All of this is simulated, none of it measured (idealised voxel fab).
A process module follows: voxel self aligned vias.
The cross-section on display is named cut; it measures 230 nm wide, and its cells are 5 nm squares.
A cross-section is a grid of square cells, given in bands from the top down. A band is one or more rows of cells. It is stipulated that each band's entry specify, in nanometres, the height of the top of the band and then that of its bottom, followed by the materials of the band in left-to-right sequence, each together with its width in nanometres. A single material marked by the word "all across" is understood to fill the band from edge to edge; the word "empty" is understood to denote empty space. Ref level 0: as-received wafer is one material below here. Bottom band extends down with no lower bound ("0..down"). Width: "30..40" (first number = top row, second number = bottom row, same change from row to row of cells). It should be understood that the words "changes: none", when stated for a given step, signify that the cross-section underwent no change in any of its cells during that step. "Completely enclosed voids" contains a list of empty spaces, each no smaller than 8 cells and without an open way to the top, written in the form width x height at distance with the distance from the left edge and all three in nm. It should be noted that, on the line of a given step, the content following the step's settings is a remark produced by the simulator itself with respect to that step. The setting "overlay nm" may be written on the line of a step. When the step uses a mask, the value reports how far to the right of the planned place the mask lay, and a negative value reports that it lay to the left.
The steps planned for the process are as follows
- 1: RECEIVE: material Si
- 2: CONFORMAL_DEP: material SiO2, thk nm 10
- 3: CONFORMAL_DEP: material SiCN, thk nm 5
- 4: DIRECTIONAL_DEP: material SiO2, thk nm 30
- 5: DIRECTIONAL_DEP: material aC, thk nm 10
- 6: PATTERN: tone open, mask id LINES, material resist, width nm 30, pitch nm 55, thk nm 30, overlay nm 0
- 7: DIRECTIONAL_ETCH: etch materials aC, depth nm 10
- 8: STRIP: etch materials resist
- 9: DIRECTIONAL_ETCH: etch materials SiO2, depth nm 30
- 10: STRIP: etch materials aC
- 11: CONFORMAL_DEP: material TiN, thk nm 5
- 12: FILL_DEP: material Ru, thk nm 5
- 13: CMP: height nm 45
- 14: SELECTIVE_ETCH: etch materials W Ru TiN, depth nm 10
- 15: FILL_DEP: material SiN, thk nm 10
- 16: CMP: height nm 45
- 17: DIRECTIONAL_DEP: material SiO2, thk nm 15
- 18: DIRECTIONAL_DEP: material aC, thk nm 10
- 19: PATTERN: tone open, mask id VIAS, material resist, width nm 40, thk nm 30, overlay nm 0
- 20: DIRECTIONAL_ETCH: etch materials aC, depth nm 10
- 21: STRIP: etch materials resist
- 22: DIRECTIONAL_ETCH: etch materials SiO2, depth nm 5
- 23: DIRECTIONAL_ETCH: etch materials SiN, depth nm 10
- 24: STRIP: etch materials aC
- 25: CONFORMAL_DEP: material TiN, thk nm 5
- 26: FILL_DEP: material Cu, thk nm 5
- 27: CMP: height nm 60
- 28: CONFORMAL_DEP: material SiN, thk nm 5
Wafers differ in depth nm at step 22; plan lists the first wafer's value; identical starting state.
Incoming state of the first of several wafers in cross-section: after step 1
	0..down: Si all across
	Completely enclosed voids: none
Here is how to read the rows: every wafer has a row, and it shows the wafer at the end of the module, giving for each material how many cells were gained (+) or lost (-) since the wafer was received, then listing its closed voids
depth nm 5, +24 Ru, +46 SiCN, +70 SiN, +426 SiO2, +32 TiN, Completely enclosed voids: none
depth nm 10, +6 Cu, +24 Ru, +46 SiCN, +70 SiN, +418 SiO2, +34 TiN, Completely enclosed voids: none
depth nm 15, +20 Cu, +24 Ru, +46 SiCN, +58 SiN, +410 SiO2, +40 TiN, Completely enclosed voids: none
depth nm 20, +22 Cu, +24 Ru, +46 SiCN, +58 SiN, +408 SiO2, +40 TiN, Completely enclosed voids: none
depth nm 25, +24 Cu, +24 Ru, +46 SiCN, +58 SiN, +406 SiO2, +40 TiN, Completely enclosed voids: none
depth nm 30, +24 Cu, +24 Ru, +46 SiCN, +58 SiN, +404 SiO2, +42 TiN, Completely enclosed voids: none
